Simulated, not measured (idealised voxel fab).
process module | voxel plated lines
cross-section cut | 295 nm wide | cells 5 nm
A cross-section is a grid of square cells, given in bands from the top down. A band is one or more rows of cells.
Each band's line starts with the height of the band's top and of its bottom, in nm. Then come its materials from left to right, each with its width in nm. One material with "throughout" fills the band from edge to edge. "air" is empty space.
Height 0 is the level under which the wafer as received is all one material. The lowest band goes on downwards, as in "0 down".
A width such as "30 to 40" changes by the same amount from each row of cells to the next, from the band's top row to its bottom row.
"no change" after a step means that no cell of the cross-section changed.
closed voids: empty space of 8 cells or more with no open way to the top, each as width x height at its distance from the left edge, in nm
after a step's settings: what the simulator itself notes on the step
overlay nm, on a step with a mask: how far to the right of its planned place the mask lay; to the left if negative
plan
1 op RECEIVE | material Si
2 op CONFORMAL_DEP | material Al2O3 | thk nm 10
3 op DIRECTIONAL_DEP | material TiN | thk nm 5
4 op PATTERN | tone open | mask id LINES | material resist | width nm 30 | pitch nm 60 | thk nm 20 | overlay nm 0
5 op EPI | material Ru | thk nm 10
6 op STRIP | etch materials resist
7 op DIRECTIONAL_ETCH | etch materials TiN | depth nm 5
8 op CONFORMAL_DEP | material SiN | thk nm 10
as received, after step 1
  0 down: Si throughout
  closed voids: none
first wafer at the end, as planned
  35 to 25: air 60 | SiN 50 | air 10 | SiN 50 | air 10 | SiN 50 | air 65
  25 to 20: air 60 | SiN 10 | Ru 30 | SiN 10 | air 10 | SiN 10 | Ru 30 | SiN 10 | air 10 | SiN 10 | Ru 30 | SiN 10 | air 65
  20 to 15: SiN 70 | Ru 30 | SiN 30 | Ru 30 | SiN 30 | Ru 30 | SiN 75
  15 to 10: SiN 70 | TiN 30 | SiN 30 | TiN 30 | SiN 30 | TiN 30 | SiN 75
  10 to 0: Al2O3 throughout
  0 down: Si throughout
  closed voids: none
second wafer at the end: like start, like plan, one mistake
  30 to 20: air 60 | SiN 50 | air 10 | SiN 50 | air 10 | SiN 50 | air 65
  20 to 15: air 60 | SiN 10 | Ru 30 | SiN 10 | air 10 | SiN 10 | Ru 30 | SiN 10 | air 10 | SiN 10 | Ru 30 | SiN 10 | air 65
  15 to 10: SiN 70 | Ru 30 | SiN 30 | Ru 30 | SiN 30 | Ru 30 | SiN 75
  10 to 5: SiN 70 | TiN 30 | SiN 30 | TiN 30 | SiN 30 | TiN 30 | SiN 75
  5 to 0: Al2O3 throughout
  0 down: Si throughout
  closed voids: none
what went wrong: step 2 ran as: op CONFORMAL_DEP | material Al2O3 | thk nm 5
at the end the second wafer has, in cells: 59 fewer of Al2O3
